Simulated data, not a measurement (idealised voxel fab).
A process module follows: voxel air gaps.
Square cell edge 5 nm, section width 210 nm, ID cut.
In what follows, cross-sections appear as grids of square cells, described through bands that run from the top down, where every band is one or more rows of cells. What a band's entry tells you: where the top is and where the bottom is, as heights in nm, and after that what lies inside, material by material from left to right, each with its width in nm. Empty space is written as the word "empty", and a single material marked with the word "edge to edge" occupies the band from edge to edge. It should be noted that heights are counted from 0, beneath which the wafer as supplied is of one material throughout, and that the lowest band possesses no lower boundary but continues downward, as written in "0 -> down". A two-number width, for instance "30 to 40", indicates that the width is equal to the first number in the top row of the band and to the second number in the bottom row, and that it changes by a constant amount per row of cells. Key: "everything unchanged" - step with no changed cell in the cross-section. Voids not open to the top, 8 cells minimum: see "Entrapped void list". Written width x height at distance; distance is from the left edge; nm. It should be noted that, on the line of a given step, the content following the step's settings is a remark produced by the simulator itself with respect to that step. overlay nm: for a step with a mask, the amount by which the mask lay right of where it was planned; a negative amount means left of it.

Planned process steps:
- 1: RECEIVE, material Si
- 2: CONFORMAL_DEP, material SiO2, thk nm 10
- 3: CONFORMAL_DEP, material SiCN, thk nm 5
- 4: DIRECTIONAL_DEP, material lowk, thk nm 35
- 5: DIRECTIONAL_DEP, material aC, thk nm 15
- 6: PATTERN, tone open, mask id LINES, material resist, width nm 15, pitch nm 45, thk nm 35, overlay nm -15
- 7: DIRECTIONAL_ETCH, etch materials aC, depth nm 15
- 8: STRIP, etch materials resist
- 9: DIRECTIONAL_ETCH, etch materials lowk, depth nm 35
- 10: STRIP, etch materials aC
- 11: CONFORMAL_DEP, material TiN, thk nm 5
- 12: FILL_DEP, material W, thk nm 10
- 13: CMP, height nm 50
- 14: EPI, material Ru, thk nm 10
- 15: SELECTIVE_ETCH, etch materials lowk, depth nm 45
- 16: CONFORMAL_DEP, material SiCN, thk nm 5
Variable across wafers: step 6 overlay nm (plan value is that of the first wafer; starting state common to all).

As-received state after step 1, first of several wafers, cross-section:
* 0 -> down = Si edge to edge
* Entrapped void list: none

Module end state after final step 16: cross-section of the first of several wafers:
* 65 -> 60 = empty 20 nm, then SiCN 135 nm, then empty 55 nm
* 60 -> 50 = empty 20 nm, then SiCN 5 nm, then Ru 35 nm, then SiCN 10 nm, then Ru 35 nm, then SiCN 10 nm, then Ru 35 nm, then SiCN 5 nm, then empty 55 nm
* 50 -> 45 = empty 20 nm, then SiCN 15 nm, then TiN 5 nm, then W 5 nm, then TiN 5 nm, then SiCN 30 nm, then TiN 5 nm, then W 5 nm, then TiN 5 nm, then SiCN 30 nm, then TiN 5 nm, then W 5 nm, then TiN 5 nm, then SiCN 15 nm, then empty 55 nm
* 45 -> 20 = empty 30 nm, then SiCN 5 nm, then TiN 5 nm, then W 5 nm, then TiN 5 nm, then SiCN 5 nm, then empty 20 nm, then SiCN 5 nm, then TiN 5 nm, then W 5 nm, then TiN 5 nm, then SiCN 5 nm, then empty 20 nm, then SiCN 5 nm, then TiN 5 nm, then W 5 nm, then TiN 5 nm, then SiCN 5 nm, then empty 65 nm
* 20 -> 15 = SiCN 35 nm, then TiN 15 nm, then SiCN 30 nm, then TiN 15 nm, then SiCN 30 nm, then TiN 15 nm, then SiCN 70 nm
* 15 -> 10 = SiCN edge to edge
* 10 -> 0 = SiO2 edge to edge
* 0 -> down = Si edge to edge
* Entrapped void list: 20 x 25 at 55; 20 x 25 at 100

Module end, final wafer: cross-section:
* 65 -> 60 = empty 50 nm, then SiCN 135 nm, then empty 25 nm
* 60 -> 50 = empty 50 nm, then SiCN 5 nm, then Ru 35 nm, then SiCN 10 nm, then Ru 35 nm, then SiCN 10 nm, then Ru 35 nm, then SiCN 5 nm, then empty 25 nm
* 50 -> 45 = empty 50 nm, then SiCN 15 nm, then TiN 5 nm, then W 5 nm, then TiN 5 nm, then SiCN 30 nm, then TiN 5 nm, then W 5 nm, then TiN 5 nm, then SiCN 30 nm, then TiN 5 nm, then W 5 nm, then TiN 5 nm, then SiCN 15 nm, then empty 25 nm
* 45 -> 20 = empty 60 nm, then SiCN 5 nm, then TiN 5 nm, then W 5 nm, then TiN 5 nm, then SiCN 5 nm, then empty 20 nm, then SiCN 5 nm, then TiN 5 nm, then W 5 nm, then TiN 5 nm, then SiCN 5 nm, then empty 20 nm, then SiCN 5 nm, then TiN 5 nm, then W 5 nm, then TiN 5 nm, then SiCN 5 nm, then empty 35 nm
* 20 -> 15 = SiCN 65 nm, then TiN 15 nm, then SiCN 30 nm, then TiN 15 nm, then SiCN 30 nm, then TiN 15 nm, then SiCN 40 nm
* 15 -> 10 = SiCN edge to edge
* 10 -> 0 = SiO2 edge to edge
* 0 -> down = Si edge to edge
* Entrapped void list: 20 x 25 at 85; 20 x 25 at 130

Basically each wafer gets a line in the table, showing it at the end of the module: material by material, the cells it gained (+) or lost (-) since we got it, then its closed voids:
overlay nm -15 | +42 Ru | +162 SiCN | +84 SiO2 | +45 TiN | +18 W | Entrapped void list: 20 x 25 at 55; 20 x 25 at 100
overlay nm -10 | +42 Ru | +162 SiCN | +84 SiO2 | +45 TiN | +18 W | Entrapped void list: 20 x 25 at 60; 20 x 25 at 105
overlay nm -5 | +42 Ru | +162 SiCN | +84 SiO2 | +45 TiN | +18 W | Entrapped void list: 20 x 25 at 65; 20 x 25 at 110
overlay nm 0 | +42 Ru | +162 SiCN | +84 SiO2 | +45 TiN | +18 W | Entrapped void list: 20 x 25 at 70; 20 x 25 at 115
overlay nm 5 | +42 Ru | +162 SiCN | +84 SiO2 | +45 TiN | +18 W | Entrapped void list: 20 x 25 at 75; 20 x 25 at 120
overlay nm 10 | +42 Ru | +162 SiCN | +84 SiO2 | +45 TiN | +18 W | Entrapped void list: 20 x 25 at 80; 20 x 25 at 125
overlay nm 15 | +42 Ru | +162 SiCN | +84 SiO2 | +45 TiN | +18 W | Entrapped void list: 20 x 25 at 85; 20 x 25 at 130
